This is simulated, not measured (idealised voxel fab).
Module name: voxel capacitor over wiring (process module)
Section shown: cut. Width: 155 nm. Cell size: 5 nm, square.
Cross-section, as written here: a square-cell grid given band by band from the top down, where a band holds one or more rows of cells.
Top height, bottom height, nm. Materials left to right, width each, nm. Single material + "edge to edge" = fills band edge to edge. "empty" = empty.
Where do heights start? At 0: under that level the wafer as delivered is made of one material only. And the lowest band has no floor; it just carries on downward, as in "0..down".
The two numbers in a width such as "30 to 40" mark its ends across the band: the first belongs to the top row of cells, the second to the bottom row, and from each row to the next the width moves by the same amount.
Where a step carries "left unchanged", the cross-section came out of it unchanged, cell for cell.
The label "Enclosed internal cavities" introduces a list of the empty spaces, 8 cells or larger, that have no open way up to the top; each entry in it reads width x height at distance, where the distance is taken from the left edge and all three are stated in nm.
Formally, on a step line, whatever follows the settings is a remark that the simulator itself makes on the step.
overlay nm, on a step with a mask: how far to the right of its planned place the mask lay; to the left if negative
The remainder of this document consists of a sequence of paired cross-sections. Each pair presents the cross-section prior to one process step together with the cross-section following it, the latter being rendered only as deep as the lowest band that underwent change. The intervening step, together with its settings, is stated beneath each pair. Because the pairs may originate from different runs of this module on the same starting wafer, a given pair is to be read as continuing from the preceding pair only where its entry headed "Before step" so indicates.

[Before step]
> 0..down: Si edge to edge
> Enclosed internal cavities: none

[Post-Step Geometry]
> 10..0: SiO2 edge to edge
> Everything below 0 is unchanged.
> Enclosed internal cavities: none
The cross-sections above show the structure before and after this step: CONFORMAL_DEP, material SiO2, thk nm 10

Before step: it's just the after picture from the pair right above this one.

[Post-Step Geometry]
> 15..10: TiN edge to edge
> Everything below 10 is unchanged.
> Enclosed internal cavities: none
The cross-sections above show the structure before and after this step: DIRECTIONAL_DEP, material TiN, thk nm 5

Before step: it's just the after picture from the pair right above this one.

[Post-Step Geometry]
> 40..15: Ru edge to edge
> Everything below 15 is unchanged.
> Enclosed internal cavities: none
The cross-sections above show the structure before and after this step: DIRECTIONAL_DEP, material Ru, thk nm 25

Before step: it's just the after picture from the pair right above this one.

[Post-Step Geometry]
> 40..15: 20 nm empty, 30 nm Ru, 55 nm empty, 30 nm Ru, 20 nm empty
> Everything below 15 is unchanged.
> Enclosed internal cavities: none
The cross-sections above show the structure before and after this step: MASKED_ETCH, tone cover, mask id METAL_1, width nm 30, pitch nm 85, etch materials Ru, depth nm 25, overlay nm 0

Before step: it's just the after picture from the pair right above this one.

[Post-Step Geometry]
> 40..15: 20 nm empty, 30 nm Ru, 55 nm empty, 30 nm Ru, 20 nm empty
> 15..10: 20 nm empty, 30 nm TiN, 55 nm empty, 30 nm TiN, 20 nm empty
> Everything below 10 is unchanged.
> Enclosed internal cavities: none
The cross-sections above show the structure before and after this step: MASKED_ETCH, tone cover, mask id METAL_1, width nm 30, pitch nm 85, etch materials TiN, depth nm 5, overlay nm 0

Before step: it's just the after picture from the pair right above this one.

[Post-Step Geometry]
> 45..40: 15 nm empty, 40 nm SiN, 45 nm empty, 40 nm SiN, 15 nm empty
> 40..15: 15 nm empty, 5 nm SiN, 30 nm Ru, 5 nm SiN, 45 nm empty, 5 nm SiN, 30 nm Ru, 5 nm SiN, 15 nm empty
> 15..10: 20 nm SiN, 30 nm TiN, 55 nm SiN, 30 nm TiN, 20 nm SiN
> Everything below 10 is unchanged.
> Enclosed internal cavities: none
The cross-sections above show the structure before and after this step: CONFORMAL_DEP, material SiN, thk nm 5

Before step: it's just the after picture from the pair right above this one.

[Post-Step Geometry]
> 50..45: lowk edge to edge
> 45..40: 15 nm lowk, 40 nm SiN, 45 nm lowk, 40 nm SiN, 15 nm lowk
> 40..15: 15 nm lowk, 5 nm SiN, 30 nm Ru, 5 nm SiN, 45 nm lowk, 5 nm SiN, 30 nm Ru, 5 nm SiN, 15 nm lowk
> Everything below 15 is unchanged.
> Enclosed internal cavities: none
The cross-sections above show the structure before and after this step: FILL_DEP, material lowk, thk nm 5

Before step: it's just the after picture from the pair right above this one.

[Post-Step Geometry]
> 40..15: 15 nm lowk, 5 nm SiN, 30 nm Ru, 5 nm SiN, 45 nm lowk, 5 nm SiN, 30 nm Ru, 5 nm SiN, 15 nm lowk
> Everything below 15 is unchanged.
> Enclosed internal cavities: none
The cross-sections above show the structure before and after this step: CMP, height nm 40

Before step: it's just the after picture from the pair right above this one.

[Post-Step Geometry]
> 45..40: SiCN edge to edge
> Everything below 40 is unchanged.
> Enclosed internal cavities: none
The cross-sections above show the structure before and after this step: CONFORMAL_DEP, material SiCN, thk nm 5

Before step: it's just the after picture from the pair right above this one.

[Post-Step Geometry]
> 65..45: SiO2 edge to edge
> Everything below 45 is unchanged.
> Enclosed internal cavities: none
The cross-sections above show the structure before and after this step: DIRECTIONAL_DEP, material SiO2, thk nm 20

Before step: it's just the after picture from the pair right above this one.

[Post-Step Geometry]
> 85..65: 35 nm resist, 15 nm empty, 105 nm resist
> Everything below 65 is unchanged.
> Enclosed internal cavities: none
The cross-sections above show the structure before and after this step: PATTERN, tone open, mask id PLUG_1, material resist, width nm 15, thk nm 20, overlay nm 0

Before step: it's just the after picture from the pair right above this one.

[Post-Step Geometry]
> 85..65: 35 nm resist, 15 nm empty, 105 nm resist
> 65..45: 35 nm SiO2, 15 nm empty, 105 nm SiO2
> Everything below 45 is unchanged.
> Enclosed internal cavities: none
The cross-sections above show the structure before and after this step: DIRECTIONAL_ETCH, etch materials SiO2, depth nm 20

Before step: it's just the after picture from the pair right above this one.

[Post-Step Geometry]
> 85..65: 35 nm resist, 15 nm empty, 105 nm resist
> 65..45: 35 nm SiO2, 15 nm empty, 105 nm SiO2
> 45..40: 35 nm SiCN, 15 nm empty, 105 nm SiCN
> Everything below 40 is unchanged.
> Enclosed internal cavities: none
The cross-sections above show the structure before and after this step: DIRECTIONAL_ETCH, etch materials SiCN, depth nm 5

Before step: it's just the after picture from the pair right above this one.

[Post-Step Geometry]
> 65..45: 35 nm SiO2, 15 nm empty, 105 nm SiO2
> Everything below 45 is unchanged.
> Enclosed internal cavities: none
The cross-sections above show the structure before and after this step: STRIP, etch materials resist

Before step: it's just the after picture from the pair right above this one.

[Post-Step Geometry]
> 65..50: 35 nm SiO2, 15 nm empty, 105 nm SiO2
> 50..45: 35 nm SiO2, 15 nm Ru, 105 nm SiO2
> 45..40: 35 nm SiCN, 15 nm Ru, 105 nm SiCN
> Everything below 40 is unchanged.
> Enclosed internal cavities: none
The cross-sections above show the structure before and after this step: EPI, material Ru, thk nm 10

Before step: it's just the after picture from the pair right above this one.

[Post-Step Geometry]
> 65..60: 35 nm SiO2, 15 nm empty, 105 nm SiO2
> 60..45: 35 nm SiO2, 15 nm Ru, 105 nm SiO2
> Everything below 45 is unchanged.
> Enclosed internal cavities: none
The cross-sections above show the structure before and after this step: EPI, material Ru, thk nm 10

Before step: it's just the after picture from the pair right above this one.

[Post-Step Geometry]
> 65..45: 35 nm SiO2, 15 nm Ru, 105 nm SiO2
> Everything below 45 is unchanged.
> Enclosed internal cavities: none
The cross-sections above show the structure before and after this step: EPI, material Ru, thk nm 5

Before step: it's just the after picture from the pair right above this one.

[Post-Step Geometry]
> 75..65: TiN edge to edge
> Everything below 65 is unchanged.
> Enclosed internal cavities: none
The cross-sections above show the structure before and after this step: DIRECTIONAL_DEP, material TiN, thk nm 10

Before step: it's just the after picture from the pair right above this one.

[Post-Step Geometry]
> 80..75: Al2O3 edge to edge
> Everything below 75 is unchanged.
> Enclosed internal cavities: none
The cross-sections above show the structure before and after this step: DIRECTIONAL_DEP, material Al2O3, thk nm 5

Before step: it's just the after picture from the pair right above this one.

[Post-Step Geometry]
> 90..80: TiN edge to edge
> Everything below 80 is unchanged.
> Enclosed internal cavities: none
The cross-sections above show the structure before and after this step: DIRECTIONAL_DEP, material TiN, thk nm 10

Before step: it's just the after picture from the pair right above this one.

[Post-Step Geometry]
> 90..80: 35 nm empty, 60 nm TiN, 60 nm empty
> Everything below 80 is unchanged.
> Enclosed internal cavities: none
The cross-sections above show the structure before and after this step: MASKED_ETCH, tone cover, mask id UPPER_PLATE, width nm 60, etch materials TiN, depth nm 10, overlay nm 0

Before step: it's just the after picture from the pair right above this one.

[Post-Step Geometry]
> 90..80: 35 nm empty, 60 nm TiN, 60 nm empty
> 80..75: 35 nm empty, 60 nm Al2O3, 60 nm empty
> Everything below 75 is unchanged.
> Enclosed internal cavities: none
The cross-sections above show the structure before and after this step: MASKED_ETCH, tone cover, mask id UPPER_PLATE, width nm 60, etch materials Al2O3, depth nm 5, overlay nm 0

Before step: it's just the after picture from the pair right above this one.

[Post-Step Geometry]
> 90..80: 35 nm empty, 60 nm TiN, 60 nm empty
> 80..75: 35 nm empty, 60 nm Al2O3, 60 nm empty
> 75..65: 30 nm empty, 70 nm TiN, 55 nm empty
> Everything below 65 is unchanged.
> Enclosed internal cavities: none
The cross-sections above show the structure before and after this step: MASKED_ETCH, tone cover, mask id LOWER_PLATE, width nm 70, etch materials TiN, depth nm 10, overlay nm 0

Before step: it's just the after picture from the pair right above this one.

[Post-Step Geometry]
> 105..90: SiO2 edge to edge
> 90..80: 35 nm SiO2, 60 nm TiN, 60 nm SiO2
> 80..75: 35 nm SiO2, 60 nm Al2O3, 60 nm SiO2
> 75..65: 30 nm SiO2, 70 nm TiN, 55 nm SiO2
> Everything below 65 is unchanged.
> Enclosed internal cavities: none
The cross-sections above show the structure before and after this step: FILL_DEP, material SiO2, thk nm 15

Before step: it's just the after picture from the pair right above this one.

[Post-Step Geometry]
> 100..90: SiO2 edge to edge
> Everything below 90 is unchanged.
> Enclosed internal cavities: none
The cross-sections above show the structure before and after this step: CMP, height nm 100

Before step: it's just the after picture from the pair right above this one.

[Post-Step Geometry]
> 100..90: 45 nm SiO2, 15 nm empty, 95 nm SiO2
> Everything below 90 is unchanged.
> Enclosed internal cavities: none
The cross-sections above show the structure before and after this step: MASKED_ETCH, tone open, mask id PLUG_2, width nm 15, etch materials SiO2, depth nm 10, overlay nm 0

Before step: it's just the after picture from the pair right above this one.

[Post-Step Geometry]
> 105..100: 50 nm TiN, 5 nm empty, 100 nm TiN
> 100..95: 45 nm SiO2, 5 nm TiN, 5 nm empty, 5 nm TiN, 95 nm SiO2
> 95..90: 45 nm SiO2, 15 nm TiN, 95 nm SiO2
> Everything below 90 is unchanged.
> Enclosed internal cavities: none
The cross-sections above show the structure before and after this step: CONFORMAL_DEP, material TiN, thk nm 5

Before step: it's just the after picture from the pair right above this one.

[Post-Step Geometry]
> 115..105: Cu edge to edge
> 105..100: 50 nm TiN, 5 nm Cu, 100 nm TiN
> 100..95: 45 nm SiO2, 5 nm TiN, 5 nm Cu, 5 nm TiN, 95 nm SiO2
> Everything below 95 is unchanged.
> Enclosed internal cavities: none
The cross-sections above show the structure before and after this step: FILL_DEP, material Cu, thk nm 10

Before step: it's just the after picture from the pair right above this one.

[Post-Step Geometry]
> 100..95: 45 nm SiO2, 5 nm TiN, 5 nm Cu, 5 nm TiN, 95 nm SiO2
> Everything below 95 is unchanged.
> Enclosed internal cavities: none
The cross-sections above show the structure before and after this step: CMP, height nm 100

Before step: it's just the after picture from the pair right above this one.

[Post-Step Geometry]
> 105..100: SiCN edge to edge
> Everything below 100 is unchanged.
> Enclosed internal cavities: none
The cross-sections above show the structure before and after this step: CONFORMAL_DEP, material SiCN, thk nm 5

[Before step]
> 65..50: 35 nm SiO2, 15 nm empty, 105 nm SiO2
> 50..45: 35 nm SiO2, 15 nm Ru, 105 nm SiO2
> 45..40: 35 nm SiCN, 15 nm Ru, 105 nm SiCN
> 40..15: 15 nm lowk, 5 nm SiN, 30 nm Ru, 5 nm SiN, 45 nm lowk, 5 nm SiN, 30 nm Ru, 5 nm SiN, 15 nm lowk
> 15..10: 20 nm SiN, 30 nm TiN, 55 nm SiN, 30 nm TiN, 20 nm SiN
> 10..0: SiO2 edge to edge
> 0..down: Si edge to edge
> Enclosed internal cavities: none

[Post-Step Geometry]
> 65..55: 35 nm SiO2, 15 nm empty, 105 nm SiO2
> 55..45: 35 nm SiO2, 15 nm Ru, 105 nm SiO2
> Everything below 45 is unchanged.
> Enclosed internal cavities: none
The cross-sections above show the structure before and after this step: EPI, material Ru, thk nm 5

Before step: it's just the after picture from the pair right above this one.

[Post-Step Geometry]
> 75..65: 35 nm TiN, 15 nm empty, 105 nm TiN
> 65..55: 35 nm SiO2, 15 nm TiN, 105 nm SiO2
> Everything below 55 is unchanged.
> Enclosed internal cavities: none
The cross-sections above show the structure before and after this step: DIRECTIONAL_DEP, material TiN, thk nm 10

Before step: it's just the after picture from the pair right above this one.

[Post-Step Geometry]
> 80..75: 35 nm Al2O3, 15 nm empty, 105 nm Al2O3
> 75..70: 35 nm TiN, 15 nm empty, 105 nm TiN
> 70..65: 35 nm TiN, 15 nm Al2O3, 105 nm TiN
> Everything below 65 is unchanged.
> Enclosed internal cavities: none
The cross-sections above show the structure before and after this step: DIRECTIONAL_DEP, material Al2O3, thk nm 5

Before step: it's just the after picture from the pair right above this one.

[Post-Step Geometry]
> 90..80: 35 nm TiN, 15 nm empty, 105 nm TiN
> 80..75: 35 nm Al2O3, 15 nm TiN, 105 nm Al2O3
> 75..70: TiN edge to edge
> Everything below 70 is unchanged.
> Enclosed internal cavities: none
The cross-sections above show the structure before and after this step: DIRECTIONAL_DEP, material TiN, thk nm 10

Before step: it's just the after picture from the pair right above this one.

[Post-Step Geometry]
> 90..80: 50 nm empty, 45 nm TiN, 60 nm empty
> Everything below 80 is unchanged.
> Enclosed internal cavities: none
The cross-sections above show the structure before and after this step: MASKED_ETCH, tone cover, mask id UPPER_PLATE, width nm 60, etch materials TiN, depth nm 10, overlay nm 0

Before step: it's just the after picture from the pair right above this one.

[Post-Step Geometry]
> 90..80: 50 nm empty, 45 nm TiN, 60 nm empty
> 80..75: 35 nm empty, 15 nm TiN, 45 nm Al2O3, 60 nm empty
> Everything below 75 is unchanged.
> Enclosed internal cavities: none
The cross-sections above show the structure before and after this step: MASKED_ETCH, tone cover, mask id UPPER_PLATE, width nm 60, etch materials Al2O3, depth nm 5, overlay nm 0

Before step: it's just the after picture from the pair right above this one.

[Post-Step Geometry]
> 90..80: 50 nm empty, 45 nm TiN, 60 nm empty
> 80..75: 35 nm empty, 15 nm TiN, 45 nm Al2O3, 60 nm empty
> 75..70: 30 nm empty, 70 nm TiN, 55 nm empty
> 70..65: 30 nm empty, 5 nm TiN, 15 nm Al2O3, 50 nm TiN, 55 nm empty
> Everything below 65 is unchanged.
> Enclosed internal cavities: none
The cross-sections above show the structure before and after this step: MASKED_ETCH, tone cover, mask id LOWER_PLATE, width nm 70, etch materials TiN, depth nm 10, overlay nm 0

Before step: it's just the after picture from the pair right above this one.

[Post-Step Geometry]
> 105..90: SiO2 edge to edge
> 90..80: 50 nm SiO2, 45 nm TiN, 60 nm SiO2
> 80..75: 35 nm SiO2, 15 nm TiN, 45 nm Al2O3, 60 nm SiO2
> 75..70: 30 nm SiO2, 70 nm TiN, 55 nm SiO2
> 70..65: 30 nm SiO2, 5 nm TiN, 15 nm Al2O3, 50 nm TiN, 55 nm SiO2
> Everything below 65 is unchanged.
> Enclosed internal cavities: none
The cross-sections above show the structure before and after this step: FILL_DEP, material SiO2, thk nm 15

Before step: it's just the after picture from the pair right above this one.

[Post-Step Geometry]
> 100..90: SiO2 edge to edge
> Everything below 90 is unchanged.
> Enclosed internal cavities: none
The cross-sections above show the structure before and after this step: CMP, height nm 100

Before step: it's just the after picture from the pair right above this one.

[Post-Step Geometry]
> 100..90: 45 nm SiO2, 15 nm empty, 95 nm SiO2
> Everything below 90 is unchanged.
> Enclosed internal cavities: none
The cross-sections above show the structure before and after this step: MASKED_ETCH, tone open, mask id PLUG_2, width nm 15, etch materials SiO2, depth nm 10, overlay nm 0

Before step: it's just the after picture from the pair right above this one.

[Post-Step Geometry]
> 105..100: 50 nm TiN, 5 nm empty, 100 nm TiN
> 100..95: 45 nm SiO2, 5 nm TiN, 5 nm empty, 5 nm TiN, 95 nm SiO2
> 95..90: 45 nm SiO2, 15 nm TiN, 95 nm SiO2
> Everything below 90 is unchanged.
> Enclosed internal cavities: none
The cross-sections above show the structure before and after this step: CONFORMAL_DEP, material TiN, thk nm 5

Before step: it's just the after picture from the pair right above this one.

[Post-Step Geometry]
> 115..105: Cu edge to edge
> 105..100: 50 nm TiN, 5 nm Cu, 100 nm TiN
> 100..95: 45 nm SiO2, 5 nm TiN, 5 nm Cu, 5 nm TiN, 95 nm SiO2
> Everything below 95 is unchanged.
> Enclosed internal cavities: none
The cross-sections above show the structure before and after this step: FILL_DEP, material Cu, thk nm 10

Before step: it's just the after picture from the pair right above this one.

[Post-Step Geometry]
> 100..95: 45 nm SiO2, 5 nm TiN, 5 nm Cu, 5 nm TiN, 95 nm SiO2
> Everything below 95 is unchanged.
> Enclosed internal cavities: none
The cross-sections above show the structure before and after this step: CMP, height nm 100

Before step: it's just the after picture from the pair right above this one.

[Post-Step Geometry]
> 105..100: SiCN edge to edge
> Everything below 100 is unchanged.
> Enclosed internal cavities: none
The cross-sections above show the structure before and after this step: CONFORMAL_DEP, material SiCN, thk nm 5

[Before step]
> 65..60: 35 nm SiO2, 15 nm empty, 105 nm SiO2
> 60..45: 35 nm SiO2, 15 nm Ru, 105 nm SiO2
> 45..40: 35 nm SiCN, 15 nm Ru, 105 nm SiCN
> 40..15: 15 nm lowk, 5 nm SiN, 30 nm Ru, 5 nm SiN, 45 nm lowk, 5 nm SiN, 30 nm Ru, 5 nm SiN, 15 nm lowk
> 15..10: 20 nm SiN, 30 nm TiN, 55 nm SiN, 30 nm TiN, 20 nm SiN
> 10..0: SiO2 edge to edge
> 0..down: Si edge to edge
> Enclosed internal cavities: none

[Post-Step Geometry]
> 70..65: 30 nm empty, 25 nm Ru, 100 nm empty
> 65..45: 35 nm SiO2, 15 nm Ru, 105 nm SiO2
> Everything below 45 is unchanged.
> Enclosed internal cavities: none
The cross-sections above show the structure before and after this step: EPI, material Ru, thk nm 10

Before step: it's just the after picture from the pair right above this one.

[Post-Step Geometry]
> 75..65: 25 nm empty, 35 nm Ru, 95 nm empty
> Everything below 65 is unchanged.
> Enclosed internal cavities: none
The cross-sections above show the structure before and after this step: EPI, material Ru, thk nm 5

Before step: it's just the after picture from the pair right above this one.

[Post-Step Geometry]
> 85..75: 25 nm empty, 35 nm TiN, 95 nm empty
> 75..65: 25 nm TiN, 35 nm Ru, 95 nm TiN
> Everything below 65 is unchanged.
> Enclosed internal cavities: none
The cross-sections above show the structure before and after this step: DIRECTIONAL_DEP, material TiN, thk nm 10

Before step: it's just the after picture from the pair right above this one.

[Post-Step Geometry]
> 90..85: 25 nm empty, 35 nm Al2O3, 95 nm empty
> 85..80: 25 nm empty, 35 nm TiN, 95 nm empty
> 80..75: 25 nm Al2O3, 35 nm TiN, 95 nm Al2O3
> Everything below 75 is unchanged.
> Enclosed internal cavities: none
The cross-sections above show the structure before and after this step: DIRECTIONAL_DEP, material Al2O3, thk nm 5

Before step: it's just the after picture from the pair right above this one.

[Post-Step Geometry]
> 100..90: 25 nm empty, 35 nm TiN, 95 nm empty
> 90..85: 25 nm TiN, 35 nm Al2O3, 95 nm TiN
> 85..80: TiN edge to edge
> Everything below 80 is unchanged.
> Enclosed internal cavities: none
The cross-sections above show the structure before and after this step: DIRECTIONAL_DEP, material TiN, thk nm 10

Before step: it's just the after picture from the pair right above this one.

[Post-Step Geometry]
> 100..90: 35 nm empty, 25 nm TiN, 95 nm empty
> 90..85: 25 nm empty, 35 nm Al2O3, 35 nm TiN, 60 nm empty
> 85..80: 25 nm empty, 70 nm TiN, 60 nm empty
> Everything below 80 is unchanged.
> Enclosed internal cavities: none
The cross-sections above show the structure before and after this step: MASKED_ETCH, tone cover, mask id UPPER_PLATE, width nm 60, etch materials TiN, depth nm 10, overlay nm 0

Before step: it's just the after picture from the pair right above this one.

[Post-Step Geometry]
> 100..90: 35 nm empty, 25 nm TiN, 95 nm empty
> 90..85: 35 nm empty, 25 nm Al2O3, 35 nm TiN, 60 nm empty
> 85..80: 25 nm empty, 70 nm TiN, 60 nm empty
> 80..75: 25 nm empty, 35 nm TiN, 35 nm Al2O3, 60 nm empty
> Everything below 75 is unchanged.
> Enclosed internal cavities: none
The cross-sections above show the structure before and after this step: MASKED_ETCH, tone cover, mask id UPPER_PLATE, width nm 60, etch materials Al2O3, depth nm 5, overlay nm 0

Before step: it's just the after picture from the pair right above this one.

[Post-Step Geometry]
> 100..90: 35 nm empty, 25 nm TiN, 95 nm empty
> 90..85: 35 nm empty, 25 nm Al2O3, 35 nm TiN, 60 nm empty
> 85..80: 30 nm empty, 65 nm TiN, 60 nm empty
> 80..75: 30 nm empty, 30 nm TiN, 35 nm Al2O3, 60 nm empty
> 75..65: 25 nm empty, 35 nm Ru, 40 nm TiN, 55 nm empty
> Everything below 65 is unchanged.
> Enclosed internal cavities: none
The cross-sections above show the structure before and after this step: MASKED_ETCH, tone cover, mask id LOWER_PLATE, width nm 70, etch materials TiN, depth nm 10, overlay nm 0

Before step: it's just the after picture from the pair right above this one.

[Post-Step Geometry]
> 115..100: SiO2 edge to edge
> 100..90: 35 nm SiO2, 25 nm TiN, 95 nm SiO2
> 90..85: 35 nm SiO2, 25 nm Al2O3, 35 nm TiN, 60 nm SiO2
> 85..80: 30 nm SiO2, 65 nm TiN, 60 nm SiO2
> 80..75: 30 nm SiO2, 30 nm TiN, 35 nm Al2O3, 60 nm SiO2
> 75..65: 25 nm SiO2, 35 nm Ru, 40 nm TiN, 55 nm SiO2
> Everything below 65 is unchanged.
> Enclosed internal cavities: none
The cross-sections above show the structure before and after this step: FILL_DEP, material SiO2, thk nm 15

Before step: it's just the after picture from the pair right above this one.

[Post-Step Geometry]
> 100..90: 35 nm SiO2, 25 nm TiN, 95 nm SiO2
> Everything below 90 is unchanged.
> Enclosed internal cavities: none
The cross-sections above show the structure before and after this step: CMP, height nm 100

Before step: it's just the after picture from the pair right above this one.

[Post-Step Geometry]
> 105..100: TiN edge to edge
> Everything below 100 is unchanged.
> Enclosed internal cavities: none
The cross-sections above show the structure before and after this step: CONFORMAL_DEP, material TiN, thk nm 5

Before step: it's just the after picture from the pair right above this one.

[Post-Step Geometry]
> 115..105: Cu edge to edge
> Everything below 105 is unchanged.
> Enclosed internal cavities: none
The cross-sections above show the structure before and after this step: FILL_DEP, material Cu, thk nm 10

Before step: it's just the after picture from the pair right above this one.

[Post-Step Geometry]
> 100..90: 35 nm SiO2, 25 nm TiN, 95 nm SiO2
> Everything below 90 is unchanged.
> Enclosed internal cavities: none
The cross-sections above show the structure before and after this step: CMP, height nm 100

Before step: it's just the after picture from the pair right above this one.

[Post-Step Geometry]
> 105..100: SiCN edge to edge
> Everything below 100 is unchanged.
> Enclosed internal cavities: none
The cross-sections above show the structure before and after this step: CONFORMAL_DEP, material SiCN, thk nm 5

[Before step]
> 10..0: SiO2 edge to edge
> 0..down: Si edge to edge
> Enclosed internal cavities: none

[Post-Step Geometry]
> 35..10: Ru edge to edge
> Everything below 10 is unchanged.
> Enclosed internal cavities: none
The cross-sections above show the structure before and after this step: DIRECTIONAL_DEP, material Ru, thk nm 25

Before step: it's just the after picture from the pair right above this one.

[Post-Step Geometry]
> 40..35: TiN edge to edge
> Everything below 35 is unchanged.
> Enclosed internal cavities: none
The cross-sections above show the structure before and after this step: DIRECTIONAL_DEP, material TiN, thk nm 5

Before step: it's just the after picture from the pair right above this one.

[Post-Step Geometry]
> 40..35: 20 nm empty, 30 nm TiN, 55 nm empty, 30 nm TiN, 20 nm empty
> Everything below 35 is unchanged.
> Enclosed internal cavities: none
The cross-sections above show the structure before and after this step: MASKED_ETCH, tone cover, mask id METAL_1, width nm 30, pitch nm 85, etch materials TiN, depth nm 5, overlay nm 0

Before step: it's just the after picture from the pair right above this one.

[Post-Step Geometry]
> 45..40: 15 nm empty, 40 nm SiN, 45 nm empty, 40 nm SiN, 15 nm empty
> 40..35: 20 nm SiN, 30 nm TiN, 55 nm SiN, 30 nm TiN, 20 nm SiN
> Everything below 35 is unchanged.
> Enclosed internal cavities: none
The cross-sections above show the structure before and after this step: CONFORMAL_DEP, material SiN, thk nm 5

Before step: it's just the after picture from the pair right above this one.

[Post-Step Geometry]
> 50..45: lowk edge to edge
> 45..40: 15 nm lowk, 40 nm SiN, 45 nm lowk, 40 nm SiN, 15 nm lowk
> Everything below 40 is unchanged.
> Enclosed internal cavities: none
The cross-sections above show the structure before and after this step: FILL_DEP, material lowk, thk nm 5

Before step: it's just the after picture from the pair right above this one.

[Post-Step Geometry]
> 40..35: 20 nm SiN, 30 nm TiN, 55 nm SiN, 30 nm TiN, 20 nm SiN
> Everything below 35 is unchanged.
> Enclosed internal cavities: none
The cross-sections above show the structure before and after this step: CMP, height nm 40

Before step: it's just the after picture from the pair right above this one.

[Post-Step Geometry]
> 45..40: SiCN edge to edge
> Everything below 40 is unchanged.
> Enclosed internal cavities: none
The cross-sections above show the structure before and after this step: CONFORMAL_DEP, material SiCN, thk nm 5

Before step: it's just the after picture from the pair right above this one.

[Post-Step Geometry]
> 65..45: SiO2 edge to edge
> Everything below 45 is unchanged.
> Enclosed internal cavities: none
The cross-sections above show the structure before and after this step: DIRECTIONAL_DEP, material SiO2, thk nm 20

Before step: it's just the after picture from the pair right above this one.

[Post-Step Geometry]
> 85..65: 35 nm resist, 15 nm empty, 105 nm resist
> Everything below 65 is unchanged.
> Enclosed internal cavities: none
The cross-sections above show the structure before and after this step: PATTERN, tone open, mask id PLUG_1, material resist, width nm 15, thk nm 20, overlay nm 0

Before step: it's just the after picture from the pair right above this one.

[Post-Step Geometry]
> 85..65: 35 nm resist, 15 nm empty, 105 nm resist
> 65..45: 35 nm SiO2, 15 nm empty, 105 nm SiO2
> Everything below 45 is unchanged.
> Enclosed internal cavities: none
The cross-sections above show the structure before and after this step: DIRECTIONAL_ETCH, etch materials SiO2, depth nm 20

Before step: it's just the after picture from the pair right above this one.

[Post-Step Geometry]
> 85..65: 35 nm resist, 15 nm empty, 105 nm resist
> 65..45: 35 nm SiO2, 15 nm empty, 105 nm SiO2
> 45..40: 35 nm SiCN, 15 nm empty, 105 nm SiCN
> Everything below 40 is unchanged.
> Enclosed internal cavities: none
The cross-sections above show the structure before and after this step: DIRECTIONAL_ETCH, etch materials SiCN, depth nm 5

Before step: it's just the after picture from the pair right above this one.

[Post-Step Geometry]
> 65..45: 35 nm SiO2, 15 nm empty, 105 nm SiO2
> Everything below 45 is unchanged.
> Enclosed internal cavities: none
The cross-sections above show the structure before and after this step: STRIP, etch materials resist

Before step: it's just the after picture from the pair right above this one.

[Post-Step Geometry]
> 65..50: 35 nm SiO2, 15 nm empty, 105 nm SiO2
> 50..45: 35 nm SiO2, 15 nm Ru, 105 nm SiO2
> 45..40: 35 nm SiCN, 15 nm Ru, 105 nm SiCN
> Everything below 40 is unchanged.
> Enclosed internal cavities: none
The cross-sections above show the structure before and after this step: EPI, material Ru, thk nm 10

Before step: it's just the after picture from the pair right above this one.

[Post-Step Geometry]
> 65..60: 35 nm SiO2, 15 nm empty, 105 nm SiO2
> 60..45: 35 nm SiO2, 15 nm Ru, 105 nm SiO2
> Everything below 45 is unchanged.
> Enclosed internal cavities: none
The cross-sections above show the structure before and after this step: EPI, material Ru, thk nm 10

Before step: it's just the after picture from the pair right above this one.

[Post-Step Geometry]
> 65..45: 35 nm SiO2, 15 nm Ru, 105 nm SiO2
> Everything below 45 is unchanged.
> Enclosed internal cavities: none
The cross-sections above show the structure before and after this step: EPI, material Ru, thk nm 5

Before step: it's just the after picture from the pair right above this one.

[Post-Step Geometry]
> 75..65: TiN edge to edge
> Everything below 65 is unchanged.
> Enclosed internal cavities: none
The cross-sections above show the structure before and after this step: DIRECTIONAL_DEP, material TiN, thk nm 10

Before step: it's just the after picture from the pair right above this one.

[Post-Step Geometry]
> 80..75: Al2O3 edge to edge
> Everything below 75 is unchanged.
> Enclosed internal cavities: none
The cross-sections above show the structure before and after this step: DIRECTIONAL_DEP, material Al2O3, thk nm 5

Before step: it's just the after picture from the pair right above this one.

[Post-Step Geometry]
> 90..80: TiN edge to edge
> Everything below 80 is unchanged.
> Enclosed internal cavities: none
The cross-sections above show the structure before and after this step: DIRECTIONAL_DEP, material TiN, thk nm 10

Before step: it's just the after picture from the pair right above this one.

[Post-Step Geometry]
> 90..80: 35 nm empty, 60 nm TiN, 60 nm empty
> Everything below 80 is unchanged.
> Enclosed internal cavities: none
The cross-sections above show the structure before and after this step: MASKED_ETCH, tone cover, mask id UPPER_PLATE, width nm 60, etch materials TiN, depth nm 10, overlay nm 0

Before step: it's just the after picture from the pair right above this one.

[Post-Step Geometry]
> 90..80: 35 nm empty, 60 nm TiN, 60 nm empty
> 80..75: 35 nm empty, 60 nm Al2O3, 60 nm empty
> Everything below 75 is unchanged.
> Enclosed internal cavities: none
The cross-sections above show the structure before and after this step: MASKED_ETCH, tone cover, mask id UPPER_PLATE, width nm 60, etch materials Al2O3, depth nm 5, overlay nm 0

Before step: it's just the after picture from the pair right above this one.

[Post-Step Geometry]
> 90..80: 35 nm empty, 60 nm TiN, 60 nm empty
> 80..75: 35 nm empty, 60 nm Al2O3, 60 nm empty
> 75..65: 30 nm empty, 70 nm TiN, 55 nm empty
> Everything below 65 is unchanged.
> Enclosed internal cavities: none
The cross-sections above show the structure before and after this step: MASKED_ETCH, tone cover, mask id LOWER_PLATE, width nm 70, etch materials TiN, depth nm 10, overlay nm 0

Before step: it's just the after picture from the pair right above this one.

[Post-Step Geometry]
> 105..90: SiO2 edge to edge
> 90..80: 35 nm SiO2, 60 nm TiN, 60 nm SiO2
> 80..75: 35 nm SiO2, 60 nm Al2O3, 60 nm SiO2
> 75..65: 30 nm SiO2, 70 nm TiN, 55 nm SiO2
> Everything below 65 is unchanged.
> Enclosed internal cavities: none
The cross-sections above show the structure before and after this step: FILL_DEP, material SiO2, thk nm 15

Before step: it's just the after picture from the pair right above this one.

[Post-Step Geometry]
> 100..90: SiO2 edge to edge
> Everything below 90 is unchanged.
> Enclosed internal cavities: none
The cross-sections above show the structure before and after this step: CMP, height nm 100
